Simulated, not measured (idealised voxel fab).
process module | voxel tone inversion
cross-section cut | 140 nm wide | cells 5 nm
A cross-section is a grid of square cells, given in bands from the top down. A band is one or more rows of cells.
Each band's line starts with the height of the band's top and of its bottom, in nm. Then come its materials from left to right, each with its width in nm. One material with "throughout" fills the band from edge to edge. "air" is empty space.
Height 0 is the level under which the wafer as received is all one material. The lowest band goes on downwards, as in "0 down".
A width such as "30 to 40" changes by the same amount from each row of cells to the next, from the band's top row to its bottom row.
"no change" after a step means that no cell of the cross-section changed.
closed voids: empty space of 8 cells or more with no open way to the top, each as width x height at its distance from the left edge, in nm
after a step's settings: what the simulator itself notes on the step
overlay nm, on a step with a mask: how far to the right of its planned place the mask lay; to the left if negative
plan
1 op RECEIVE | material Si
2 op CONFORMAL_DEP | material SiCN | thk nm 10
3 op DIRECTIONAL_DEP | material aC | thk nm 20
4 op PATTERN | tone cover | mask id POSTS | material resist | width nm 15 | pitch nm 45 | thk nm 30 | overlay nm 0
5 op DIRECTIONAL_ETCH | etch materials aC | depth nm 20
6 op STRIP | etch materials resist
7 op FILL_DEP | material lowk | thk nm 5
8 op CMP | height nm 30
9 op STRIP | etch materials aC
first wafer, as planned
as received, after step 1
  0 down: Si throughout
  closed voids: none
after step 2
  10 to 0: SiCN throughout
  below 0: unchanged
after step 3
  30 to 10: aC throughout
  below 10: unchanged
after step 4
  60 to 30: air 40 | resist 15 | air 30 | resist 15 | air 40
  below 30: unchanged
after step 5
  40 to 30: air 40 | resist 15 | air 30 | resist 15 | air 40
  30 to 10: air 40 | aC 15 | air 30 | aC 15 | air 40
  below 10: unchanged
after step 6
  30 to 10: air 40 | aC 15 | air 30 | aC 15 | air 40
  below 10: unchanged
after step 7
  35 to 30: lowk throughout
  30 to 10: lowk 40 | aC 15 | lowk 30 | aC 15 | lowk 40
  below 10: unchanged
after step 8
  30 to 10: lowk 40 | aC 15 | lowk 30 | aC 15 | lowk 40
  below 10: unchanged
after step 9
  30 to 10: lowk 40 | air 15 | lowk 30 | air 15 | lowk 40
  below 10: unchanged
second wafer: like start, like plan, one mistake. Through step 3 it matches the first wafer
when step 4 should have ended
  60 to 30: air 35 | resist 25 | air 20 | resist 25 | air 35
  below 30: unchanged
when step 5 should have ended
  40 to 30: air 35 | resist 25 | air 20 | resist 25 | air 35
  30 to 10: air 35 | aC 25 | air 20 | aC 25 | air 35
  below 10: unchanged
when step 6 should have ended
  30 to 10: air 35 | aC 25 | air 20 | aC 25 | air 35
  below 10: unchanged
when step 7 should have ended
  35 to 30: lowk throughout
  30 to 10: lowk 35 | aC 25 | lowk 20 | aC 25 | lowk 35
  below 10: unchanged
when step 8 should have ended
  30 to 10: lowk 35 | aC 25 | lowk 20 | aC 25 | lowk 35
  below 10: unchanged
when step 9 should have ended
  30 to 10: lowk 35 | air 25 | lowk 20 | air 25 | lowk 35
  below 10: unchanged
what went wrong: step 4 ran as: op PATTERN | tone cover | mask id POSTS | material resist | width nm 25 | pitch nm 45 | thk nm 30 | overlay nm 0
at the end the second wafer has, in cells: 16 fewer of lowk
